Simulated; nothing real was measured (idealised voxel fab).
The process module presented herein is designated voxel quadruple lines.
Section shown: cut. Width: 205 nm. Cell size: 5 nm, square.
Cross-section = grid of square cells, listed top down in bands; band = one or more rows.
Heights first: top, then bottom, in nm. Then materials, left to right, each with a width in nm. "all across" on a single material: fills the band edge to edge. "air": empty space.
Zero point of the height axis is 0; under it, received wafer = one material. Lowest band: continues down indefinitely, "0 -> down".
Top row gets the first number, bottom row gets the second, and each row in between changes by the same step: that is how a band width like "30..40" works.
It should be understood that the words "no modification", when stated for a given step, signify that the cross-section underwent no change in any of its cells during that step.
"Fully sealed cavities": empty spaces of 8 cells or more with no open way to the top, each given as width x height at distance, distance from the left edge, all in nm.
Heads up: the bit after the settings on a step's line is the simulator's remark on that step.
overlay nm: where the mask lay relative to plan, measured to the right, on steps with a mask; negatives go left.

### This section lists the process steps that were planned
1,RECEIVE: material Si
2,CONFORMAL_DEP: material SiO2, thk nm 10
3,DIRECTIONAL_DEP: material TiN, thk nm 15
4,DIRECTIONAL_DEP: material polySi, thk nm 20
5,DIRECTIONAL_DEP: material aC, thk nm 25
6,PATTERN: tone cover, mask id MANDREL, material resist, width nm 20, thk nm 30, overlay nm 0
7,DIRECTIONAL_ETCH: etch materials aC, depth nm 25
8,STRIP: etch materials resist
9,CONFORMAL_DEP: material SiO2, thk nm 10
10,DIRECTIONAL_ETCH: etch materials SiO2, depth nm 10
11,STRIP: etch materials aC
12,DIRECTIONAL_ETCH: etch materials polySi, depth nm 20
13,STRIP: etch materials SiO2
14,CONFORMAL_DEP: material SiN, thk nm 5
15,DIRECTIONAL_ETCH: etch materials SiN, depth nm 5
16,STRIP: etch materials polySi
17,DIRECTIONAL_ETCH: etch materials TiN, depth nm 15
18,STRIP: etch materials SiN

### Wafer cross-section on receipt, i.e. after step 1
0 -> down  Si all across
Fully sealed cavities: none

### The first of two wafers, cross-sectioned at the end of the module, with the run proceeding as planned
25 -> 10  air (75) / TiN (5) / air (10) / TiN (5) / air (10) / TiN (5) / air (10) / TiN (5) / air (80)
10 -> 0  SiO2 all across
0 -> down  Si all across
Fully sealed cavities: none

### Second wafer of the two, sectioned at the end of the module. It began like the first and followed the same plan, but one mistake was made while running it
25 -> 10  air (75) / TiN (5) / air (10) / TiN (5) / air (10) / TiN (5) / air (10) / TiN (5) / air (80)
10 -> 0  aC all across
0 -> down  Si all across
Fully sealed cavities: none
Finding, execution versus plan: step 2 changed vs plan, executed as CONFORMAL_DEP: material aC, thk nm 10
Final wafer comparison in cells, second versus first, more or fewer per material: 82 fewer of SiO2 | 82 more of aC
